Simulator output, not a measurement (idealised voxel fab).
process module | voxel transistor to metal
cross-section cut | 160 nm wide | cells 5 nm
A cross-section is a grid of square cells, given in bands from the top down. A band is one or more rows of cells.
Each band's line starts with the height of the band's top and of its bottom, in nm. Then come its materials from left to right, each with its width in nm. One material with "throughout" fills the band from edge to edge. "air" is empty space.
Height 0 is the level under which the wafer as received is all one material. The lowest band goes on downwards, as in "0 down".
A width such as "30 to 40" changes by the same amount from each row of cells to the next, from the band's top row to its bottom row.
"no change" after a step means that no cell of the cross-section changed.
closed voids: empty space of 8 cells or more with no open way to the top, each as width x height at its distance from the left edge, in nm
after a step's settings: what the simulator itself notes on the step
overlay nm, on a step with a mask: how far to the right of its planned place the mask lay; to the left if negative
plan
1 op RECEIVE | material Si
2 op OXIDIZE | depth nm 5
3 op CONFORMAL_DEP | material SiN | thk nm 10
4 op MASKED_ETCH | tone cover | mask id ACTIVE | width nm 100 | etch materials SiN | depth nm 10 | overlay nm 0
5 op MASKED_ETCH | tone cover | mask id ACTIVE | width nm 100 | etch materials SiO2 | depth nm 5 | overlay nm 0
6 op MASKED_ETCH | tone cover | mask id ACTIVE | width nm 100 | etch materials Si | depth nm 25 | overlay nm 0
7 op OXIDIZE | depth nm 5
8 op FILL_DEP | material SiO2 | thk nm 15
9 op CMP | height nm 10
10 op SELECTIVE_ETCH | etch materials SiO2 | depth nm 5
11 op STRIP | etch materials SiN
12 op SELECTIVE_ETCH | etch materials SiO2 | depth nm 5
13 op OXIDIZE | depth nm 5
14 op DIRECTIONAL_DEP | material polySi | thk nm 30
15 op DIRECTIONAL_DEP | material SiCN | thk nm 10
16 op MASKED_ETCH | tone cover | mask id GATE | width nm 20 | etch materials SiCN | depth nm 20 | overlay nm 0
17 op MASKED_ETCH | tone cover | mask id GATE | width nm 20 | etch materials polySi | depth nm 40 | overlay nm 0
18 op CONFORMAL_DEP | material SiN | thk nm 5
19 op DIRECTIONAL_ETCH | etch materials SiN | depth nm 5
20 op DIRECTIONAL_ETCH | etch materials SiO2 | depth nm 5
21 op EPI | material pSi | thk nm 5
22 op FILL_DEP | material SiO2 | thk nm 10
23 op CMP | height nm 35
24 op DIRECTIONAL_DEP | material SiO2 | thk nm 15
25 op MASKED_ETCH | tone open | mask id CONTACT | width nm 15 | pitch nm 75 | etch materials SiO2 | depth nm 55 | overlay nm 0
26 op CONFORMAL_DEP | material TiN | thk nm 5
27 op FILL_DEP | material Ru | thk nm 5
28 op CMP | height nm 50
29 op CONFORMAL_DEP | material SiCN | thk nm 5
30 op DIRECTIONAL_DEP | material SiO2 | thk nm 25
31 op PATTERN | tone open | mask id METAL_1 | material resist | width nm 15 | pitch nm 75 | thk nm 15 | overlay nm 0
32 op DIRECTIONAL_ETCH | etch materials SiO2 | depth nm 25
33 op DIRECTIONAL_ETCH | etch materials SiCN | depth nm 5
34 op STRIP | etch materials resist
35 op CONFORMAL_DEP | material TiN | thk nm 5
36 op FILL_DEP | material Ru | thk nm 5
37 op CMP | height nm 80
38 op EPI | material Ru | thk nm 5
39 op FILL_DEP | material SiCN | thk nm 5
as received, after step 1
  0 down: Si throughout
  closed voids: none
first wafer at the end, as planned
  90 to 85: SiCN throughout
  85 to 80: SiCN 30 | Ru 25 | SiCN 50 | Ru 25 | SiCN 30
  80 to 55: SiO2 35 | TiN 5 | Ru 5 | TiN 5 | SiO2 60 | TiN 5 | Ru 5 | TiN 5 | SiO2 35
  55 to 50: SiCN 35 | TiN 15 | SiCN 60 | TiN 15 | SiCN 35
  50 to 35: SiO2 35 | TiN 5 | Ru 5 | TiN 5 | SiO2 60 | TiN 5 | Ru 5 | TiN 5 | SiO2 35
  35 to 25: SiO2 35 | TiN 5 | Ru 5 | TiN 5 | SiO2 15 | SiN 5 | SiCN 20 | SiN 5 | SiO2 15 | TiN 5 | Ru 5 | TiN 5 | SiO2 35
  25 to 0: SiO2 35 | TiN 5 | Ru 5 | TiN 5 | SiO2 15 | SiN 5 | polySi 20 | SiN 5 | SiO2 15 | TiN 5 | Ru 5 | TiN 5 | SiO2 35
  0 to -5: SiO2 25 | SiN 5 | SiO2 5 | TiN 15 | SiO2 15 | SiN 5 | polySi 20 | SiN 5 | SiO2 15 | TiN 15 | SiO2 5 | SiN 5 | SiO2 25
  -5 to -10: SiO2 30 | pSi 35 | SiO2 30 | pSi 35 | SiO2 30
  -10 to -35: SiO2 35 | Si 90 | SiO2 35
  -35 down: Si throughout
  closed voids: none
second wafer at the end: like start, like plan, one mistake
  90 to 85: SiCN throughout
  85 to 80: SiCN 30 | Ru 25 | SiCN 50 | Ru 25 | SiCN 30
  80 to 55: SiO2 35 | TiN 5 | Ru 5 | TiN 5 | SiO2 60 | TiN 5 | Ru 5 | TiN 5 | SiO2 35
  55 to 50: SiCN 35 | TiN 15 | SiCN 60 | TiN 15 | SiCN 35
  50 to 35: SiO2 35 | TiN 5 | Ru 5 | TiN 5 | SiO2 60 | TiN 5 | Ru 5 | TiN 5 | SiO2 35
  35 to 0: SiO2 35 | TiN 5 | Ru 5 | TiN 5 | SiO2 15 | SiN 5 | polySi 20 | SiN 5 | SiO2 15 | TiN 5 | Ru 5 | TiN 5 | SiO2 35
  0 to -5: SiO2 25 | SiN 5 | SiO2 5 | TiN 15 | SiO2 15 | SiN 5 | polySi 20 | SiN 5 | SiO2 15 | TiN 15 | SiO2 5 | SiN 5 | SiO2 25
  -5 to -10: SiO2 30 | pSi 35 | SiO2 30 | pSi 35 | SiO2 30
  -10 to -35: SiO2 35 | Si 90 | SiO2 35
  -35 down: Si throughout
  closed voids: none
what went wrong: step 14 ran as: op DIRECTIONAL_DEP | material polySi | thk nm 40
at the end the second wafer has, in cells: 8 fewer of SiCN | 8 more of polySi
